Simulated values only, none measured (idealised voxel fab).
process module | voxel fin reveal
cross-section cut | 180 nm wide | cells 5 nm
A cross-section is a grid of square cells, given in bands from the top down. A band is one or more rows of cells.
Each band's line starts with the height of the band's top and of its bottom, in nm. Then come its materials from left to right, each with its width in nm. One material with "throughout" fills the band from edge to edge. "air" is empty space.
Height 0 is the level under which the wafer as received is all one material. The lowest band goes on downwards, as in "0 down".
A width such as "30 to 40" changes by the same amount from each row of cells to the next, from the band's top row to its bottom row.
"no change" after a step means that no cell of the cross-section changed.
closed voids: empty space of 8 cells or more with no open way to the top, each as width x height at its distance from the left edge, in nm
after a step's settings: what the simulator itself notes on the step
overlay nm, on a step with a mask: how far to the right of its planned place the mask lay; to the left if negative
plan
1 op RECEIVE | material Si
2 op CONFORMAL_DEP | material SiN | thk nm 10
3 op DIRECTIONAL_DEP | material aC | thk nm 10
4 op PATTERN | tone cover | mask id FINS | material resist | width nm 15 | pitch nm 35 | thk nm 30 | overlay nm 0
5 op DIRECTIONAL_ETCH | etch materials aC | depth nm 10
6 op STRIP | etch materials resist
7 op DIRECTIONAL_ETCH | etch materials SiN | depth nm 10
8 op DIRECTIONAL_ETCH | etch materials Si | depth nm 40
9 op STRIP | etch materials aC
10 op FILL_DEP | material SiO2 | thk nm 5
11 op CMP | height nm 10
12 op SELECTIVE_ETCH | etch materials SiO2 | depth nm 25
13 op STRIP | etch materials SiN
14 op CONFORMAL_DEP | material SiO2 | thk nm 5
as received, after step 1
  0 down: Si throughout
  closed voids: none
first wafer at the end, as planned
  5 to 0: air 40 | SiO2 25 | air 10 | SiO2 25 | air 10 | SiO2 25 | air 45
  0 to -10: air 40 | SiO2 5 | Si 15 | SiO2 5 | air 10 | SiO2 5 | Si 15 | SiO2 5 | air 10 | SiO2 5 | Si 15 | SiO2 5 | air 45
  -10 to -40: SiO2 45 | Si 15 | SiO2 20 | Si 15 | SiO2 20 | Si 15 | SiO2 50
  -40 down: Si throughout
  closed voids: none
second wafer at the end: like start, like plan, one mistake
  5 to 0: air 40 | aC 25 | air 10 | aC 25 | air 10 | aC 25 | air 45
  0 to -10: air 40 | aC 5 | Si 15 | aC 5 | air 10 | aC 5 | Si 15 | aC 5 | air 10 | aC 5 | Si 15 | aC 5 | air 45
  -10 to -15: aC 45 | Si 15 | aC 20 | Si 15 | aC 20 | Si 15 | aC 50
  -15 to -40: SiO2 45 | Si 15 | SiO2 20 | Si 15 | SiO2 20 | Si 15 | SiO2 50
  -40 down: Si throughout
  closed voids: none
what went wrong: step 14 ran as: op CONFORMAL_DEP | material aC | thk nm 5
at the end the second wafer has, in cells: 54 fewer of SiO2 | 54 more of aC
